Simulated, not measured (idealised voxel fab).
The following is a process module called voxel gate over fins.
This is section cut - it's 230 nm across, gridded in 5 nm square cells.
Bands, listed from the top down, are how a cross-section gets written in this document; the cross-section itself is a grid of square cells, and a band is one or more rows of them.
Band entry format. Leading values: height of top, height of bottom, nm. Remainder: materials in left-to-right order, each with its width in nm. Special words: "edge to edge" on a single material, which then fills the band edge to edge; "empty", empty space.
A quick word on heights: they are counted from 0, and under that level the wafer as it came to us is one material throughout. The lowest band is different from the rest in having no bottom; it simply continues downward, written as in "z 0 and below".
It should be noted that a width expressed as "30->40" varies in equal increments from row to row of cells within the band, taking the value of the first number at the top row and that of the second number at the bottom row.
"everything unchanged" (step): cross-section cells unchanged, all of them.
For the entry "Sealed void list", the listed items are empty spaces with no open way to the top whose size is 8 cells or more; each item follows the pattern width x height at distance, where distance is from the left edge and all three are in nm.
On each step's line, the part that comes after the settings is the simulator's own comment on the step.
The line of a step may include "overlay nm". On a step with a mask, this value is how far to the right of its planned place the mask lay. A negative value means the mask lay to the left.

Planned step list for the process:
1,RECEIVE with material Si
2,CONFORMAL_DEP with material SiN, thk nm 10
3,MASKED_ETCH with tone cover, mask id FINS, width nm 15, pitch nm 40, etch materials SiN, depth nm 10, overlay nm 0
4,MASKED_ETCH with tone cover, mask id FINS, width nm 15, pitch nm 40, etch materials Si, depth nm 35, overlay nm 0
5,FILL_DEP with material SiO2, thk nm 15
6,CMP with height nm 10
7,SELECTIVE_ETCH with etch materials SiO2, depth nm 20
8,STRIP with etch materials SiN
9,CONFORMAL_DEP with material HfO2, thk nm 5
10,CONFORMAL_DEP with material TiN, thk nm 5
11,CONFORMAL_DEP with material TiAl, thk nm 5
12,CONFORMAL_DEP with material TiN, thk nm 5
13,FILL_DEP with material W, thk nm 15
14,CMP with height nm 30
15,CONFORMAL_DEP with material SiCN, thk nm 5

Step 1 complete: cross-section of the wafer as received:
z 0 and below: Si edge to edge
Sealed void list: none

Wafer cross-section at end of module: start and plan as shown above, one execution error:
z 35 to 30: SiCN edge to edge
z 30 to 25: W 15 nm; TiN 195 nm; W 20 nm
z 25 to 20: W 15 nm; TiN 5 nm; TiAl 185 nm; TiN 5 nm; W 20 nm
z 20 to 15: TiN 20 nm; TiAl 5 nm; TiN 175 nm; TiAl 5 nm; TiN 25 nm
z 15 to 10: TiAl 25 nm; TiN 175 nm; TiAl 30 nm
z 10 to 5: TiN edge to edge
z 5 to 0: TiN 40 nm; HfO2 25 nm; TiN 15 nm; HfO2 25 nm; TiN 15 nm; HfO2 25 nm; TiN 15 nm; HfO2 25 nm; TiN 45 nm
z 0 to -5: TiN 40 nm; HfO2 5 nm; Si 15 nm; HfO2 5 nm; TiN 15 nm; HfO2 5 nm; Si 15 nm; HfO2 5 nm; TiN 15 nm; HfO2 5 nm; Si 15 nm; HfO2 5 nm; TiN 15 nm; HfO2 5 nm; Si 15 nm; HfO2 5 nm; TiN 45 nm
z -5 to -10: HfO2 45 nm; Si 15 nm; HfO2 25 nm; Si 15 nm; HfO2 25 nm; Si 15 nm; HfO2 25 nm; Si 15 nm; HfO2 50 nm
z -10 to -35: SiO2 45 nm; Si 15 nm; SiO2 25 nm; Si 15 nm; SiO2 25 nm; Si 15 nm; SiO2 25 nm; Si 15 nm; SiO2 50 nm
z -35 and below: Si edge to edge
Sealed void list: none
It is concluded that the wafer was processed incorrectly with respect to the plan, in that step 10 was not run as planned; what actually ran was CONFORMAL_DEP with material TiN, thk nm 15
